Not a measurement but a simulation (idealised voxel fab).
voxel self aligned contacts: a process module
We display cut, a cross-section 235 nm in width whose square cells are each 5 nm.
In this document a cross-section is written as a grid of square cells. It is given as a series of bands, listed from the top down, and a band is one or more rows of cells.
For a band, the entry starts with two heights in nm, that of the top and then that of the bottom, and carries on with the band's materials in order from left to right, each alongside its width in nm; the word "throughout" beside a single material means it fills the band edge to edge, and "empty" means empty space.
We count height from 0. Below that, the starting wafer is all one material. The lowest band never ends at the bottom but goes on down; see "0 down" for how that is written.
Width "30..40": first value at the band's top row of cells, second value at its bottom row, equal change from row to row.
Any step labelled "identical to before" changed none of the cells in the cross-section.
Basically, "Enclosed voids" tells you about the enclosed voids: empty spaces with no open way to the top, 8 cells or bigger, each written width x height at distance, where distance is from the left edge, all in nm.
Formally, on a step line, whatever follows the settings is a remark that the simulator itself makes on the step.
overlay nm: on a step with a mask, how far right of its planned place the mask lay; negative means left.

-- Here's what the planned process steps look like
step 1: RECEIVE,material Si
step 2: CONFORMAL_DEP,material SiO2,thk nm 5
step 3: DIRECTIONAL_DEP,material polySi,thk nm 20
step 4: DIRECTIONAL_DEP,material SiN,thk nm 20
step 5: DIRECTIONAL_DEP,material aC,thk nm 10
step 6: PATTERN,tone cover,mask id GATE,material resist,width nm 35,pitch nm 75,thk nm 25,overlay nm 0
step 7: DIRECTIONAL_ETCH,etch materials aC,depth nm 10
step 8: STRIP,etch materials resist
step 9: DIRECTIONAL_ETCH,etch materials SiN,depth nm 20
step 10: DIRECTIONAL_ETCH,etch materials polySi,depth nm 20
step 11: STRIP,etch materials aC
step 12: CONFORMAL_DEP,material SiN,thk nm 10
step 13: DIRECTIONAL_ETCH,etch materials SiN,depth nm 10
step 14: FILL_DEP,material SiO2,thk nm 20
step 15: CMP,height nm 55
step 16: PATTERN,tone open,mask id CONTACT,material resist,width nm 60,pitch nm 75,thk nm 15,overlay nm 0
step 17: DIRECTIONAL_ETCH,etch materials SiO2,depth nm 55
step 18: STRIP,etch materials resist
step 19: CONFORMAL_DEP,material TiN,thk nm 5
step 20: FILL_DEP,material W,thk nm 5
step 21: CMP,height nm 55
step 22: CONFORMAL_DEP,material SiN,thk nm 5

-- Cross-section, incoming material, after step 1
* 0 down: Si throughout
* Enclosed voids: none

-- End-of-module cross-section of the first of two wafers, processed as planned
* 60 to 55: SiN throughout
* 55 to 45: 50 of SiO2, 5..25 of TiN, 50..10 of W, 5..25 of TiN, 15 of SiO2, 5..25 of TiN, 50..10 of W, 5..25 of TiN, 50 of SiO2
* 45 to 25: 15 of SiO2, 55 of SiN, 5 of TiN, 10 of W, 5 of TiN, 55 of SiN, 5 of TiN, 10 of W, 5 of TiN, 55 of SiN, 15 of SiO2
* 25 to 5: 15 of SiO2, 10 of SiN, 35 of polySi, 10 of SiN, 5 of TiN, 10 of W, 5 of TiN, 10 of SiN, 35 of polySi, 10 of SiN, 5 of TiN, 10 of W, 5 of TiN, 10 of SiN, 35 of polySi, 10 of SiN, 15 of SiO2
* 5 to 0: 70 of SiO2, 20 of TiN, 55 of SiO2, 20 of TiN, 70 of SiO2
* 0 down: Si throughout
* Enclosed voids: none

-- Second wafer cross-section at end of module - shared start and plan with the first, one mistake in the run
* 60 to 55: SiN throughout
* 55 to 45: 50 of SiO2, 5..25 of TiN, 50..10 of W, 5..25 of TiN, 15 of SiO2, 5..25 of TiN, 50..10 of W, 5..25 of TiN, 50 of SiO2
* 45 to 25: 15 of SiO2, 55 of SiN, 5 of TiN, 10 of W, 5 of TiN, 55 of SiN, 5 of TiN, 10 of W, 5 of TiN, 55 of SiN, 15 of SiO2
* 25 to 20: 70 of SiO2, 20 of TiN, 55 of SiO2, 20 of TiN, 70 of SiO2
* 20 to 0: polySi throughout
* 0 down: Si throughout
* Enclosed voids: none
Finding, execution versus plan: plan vs actual: 2 and 3 interchanged
Wafer comparison, final, in cells, second relative to first, materials more or fewer: SiN: 48 fewer, SiO2: 24 fewer, TiN: 16 fewer, W: 16 fewer, polySi: 104 more
